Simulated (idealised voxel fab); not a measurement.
process module | voxel released beams
cross-section cut | 190 nm wide | cells 5 nm
A cross-section is a grid of square cells, given in bands from the top down. A band is one or more rows of cells.
Each band's line starts with the height of the band's top and of its bottom, in nm. Then come its materials from left to right, each with its width in nm. One material with "throughout" fills the band from edge to edge. "air" is empty space.
Height 0 is the level under which the wafer as received is all one material. The lowest band goes on downwards, as in "0 down".
A width such as "30 to 40" changes by the same amount from each row of cells to the next, from the band's top row to its bottom row.
"no change" after a step means that no cell of the cross-section changed.
closed voids: empty space of 8 cells or more with no open way to the top, each as width x height at its distance from the left edge, in nm
after a step's settings: what the simulator itself notes on the step
overlay nm, on a step with a mask: how far to the right of its planned place the mask lay; to the left if negative
plan
1 op RECEIVE | material Si
2 op CONFORMAL_DEP | material Al2O3 | thk nm 5
3 op DIRECTIONAL_DEP | material SiO2 | thk nm 20
4 op MASKED_ETCH | tone open | mask id ANCHOR | width nm 35 | etch materials SiO2 | depth nm 20 | overlay nm 0
5 op CONFORMAL_DEP | material W | thk nm 15
6 op DIRECTIONAL_DEP | material aC | thk nm 10
7 op PATTERN | tone cover | mask id BEAM | material resist | width nm 115 | thk nm 25 | overlay nm 0
8 op DIRECTIONAL_ETCH | etch materials aC | depth nm 10
9 op STRIP | etch materials resist
10 op DIRECTIONAL_ETCH | etch materials W | depth nm 15
11 op STRIP | etch materials aC
12 op STRIP | etch materials SiO2
first wafer, as planned
as received, after step 1
  0 down: Si throughout
  closed voids: none
after step 2
  5 to 0: Al2O3 throughout
  below 0: unchanged
after step 3
  25 to 5: SiO2 throughout
  below 5: unchanged
after step 4
  25 to 5: SiO2 40 | air 35 | SiO2 115
  below 5: unchanged
after step 5
  40 to 25: W 55 | air 5 | W 130
  25 to 20: SiO2 40 | W 15 | air 5 | W 15 | SiO2 115
  20 to 5: SiO2 40 | W 35 | SiO2 115
  below 5: unchanged
after step 6
  50 to 40: aC 55 | air 5 | aC 130
  40 to 30: W 55 | air 5 | W 130
  30 to 25: W 55 | aC 5 | W 130
  25 to 20: SiO2 40 | W 15 | aC 5 | W 15 | SiO2 115
  below 20: unchanged
after step 7
  75 to 50: air 35 | resist 115 | air 40
  50 to 40: aC 55 | resist 5 | aC 130
  40 to 30: W 55 | resist 5 | W 130
  below 30: unchanged
after step 8
  65 to 50: air 35 | resist 115 | air 40
  50 to 40: air 35 | aC 20 | resist 5 | aC 90 | air 40
  below 40: unchanged
after step 9
  50 to 40: air 35 | aC 20 | air 5 | aC 90 | air 40
  40 to 30: W 55 | air 5 | W 130
  below 30: unchanged
after step 10
  50 to 40: air 35 | aC 20 | air 5 | aC 90 | air 40
  40 to 30: air 35 | W 20 | air 5 | W 90 | air 40
  30 to 25: air 35 | W 20 | aC 5 | W 90 | air 40
  below 25: unchanged
after step 11
  40 to 25: air 35 | W 20 | air 5 | W 90 | air 40
  25 to 20: SiO2 40 | W 15 | air 5 | W 15 | SiO2 115
  below 20: unchanged
after step 12
  40 to 25: air 35 | W 20 | air 5 | W 90 | air 40
  25 to 20: air 40 | W 15 | air 5 | W 15 | air 115
  20 to 5: air 40 | W 35 | air 115
  below 5: unchanged
second wafer: like start, like plan, one mistake. Through step 1 it matches the first wafer
when step 2 should have ended
  20 to 0: SiO2 throughout
  below 0: unchanged
when step 3 should have ended
  25 to 20: Al2O3 throughout
  below 20: unchanged
when step 4 should have ended: no change
when step 5 should have ended
  40 to 25: W throughout
  below 25: unchanged
when step 6 should have ended
  50 to 40: aC throughout
  below 40: unchanged
when step 7 should have ended
  75 to 50: air 35 | resist 115 | air 40
  below 50: unchanged
when step 8 should have ended
  65 to 50: air 35 | resist 115 | air 40
  50 to 40: air 35 | aC 115 | air 40
  below 40: unchanged
when step 9 should have ended
  50 to 40: air 35 | aC 115 | air 40
  below 40: unchanged
when step 10 should have ended
  50 to 40: air 35 | aC 115 | air 40
  40 to 25: air 35 | W 115 | air 40
  below 25: unchanged
when step 11 should have ended
  40 to 25: air 35 | W 115 | air 40
  below 25: unchanged
when step 12 should have ended: no change
what went wrong: steps 2 and 3 were swapped
at the end the second wafer has, in cells: 152 more of SiO2 | 24 fewer of W
